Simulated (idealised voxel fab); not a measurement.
process module | voxel spacer lines
cross-section cut | 250 nm wide | cells 5 nm
A cross-section is a grid of square cells, given in bands from the top down. A band is one or more rows of cells.
Each band's line starts with the height of the band's top and of its bottom, in nm. Then come its materials from left to right, each with its width in nm. One material with "throughout" fills the band from edge to edge. "air" is empty space.
Height 0 is the level under which the wafer as received is all one material. The lowest band goes on downwards, as in "0 down".
A width such as "30 to 40" changes by the same amount from each row of cells to the next, from the band's top row to its bottom row.
"no change" after a step means that no cell of the cross-section changed.
closed voids: empty space of 8 cells or more with no open way to the top, each as width x height at its distance from the left edge, in nm
after a step's settings: what the simulator itself notes on the step
overlay nm, on a step with a mask: how far to the right of its planned place the mask lay; to the left if negative
plan
1 op RECEIVE | material Si
2 op CONFORMAL_DEP | material Al2O3 | thk nm 10
3 op DIRECTIONAL_DEP | material polySi | thk nm 15
4 op DIRECTIONAL_DEP | material aC | thk nm 30
5 op PATTERN | tone cover | mask id MANDREL | material resist | width nm 20 | pitch nm 70 | thk nm 40 | overlay nm 0
6 op DIRECTIONAL_ETCH | etch materials aC | depth nm 30
7 op STRIP | etch materials resist
8 op CONFORMAL_DEP | material SiN | thk nm 15
9 op DIRECTIONAL_ETCH | etch materials SiN | depth nm 5
10 op STRIP | etch materials aC
11 op DIRECTIONAL_ETCH | etch materials polySi | depth nm 15
12 op STRIP | etch materials SiN
13 op FILL_DEP | material SiO2 | thk nm 5
14 op CMP | height nm 25
varied across the wafers: depth nm of step 9. The plan shows the first wafer's value. All wafers start alike
first wafer as received, after step 1
  0 down: Si throughout
  closed voids: none
each wafer at the end: cells of each material gained (+) or lost (-) since it was received, then its closed voids
depth nm 5 | +100 Al2O3 | +150 polySi | closed voids: none
depth nm 10 | +100 Al2O3 | +150 polySi | closed voids: none
depth nm 15 | +100 Al2O3 | +114 SiO2 | +36 polySi | closed voids: none
depth nm 20 | +100 Al2O3 | +114 SiO2 | +36 polySi | closed voids: none
depth nm 25 | +100 Al2O3 | +114 SiO2 | +36 polySi | closed voids: none
depth nm 30 | +100 Al2O3 | +114 SiO2 | +36 polySi | closed voids: none
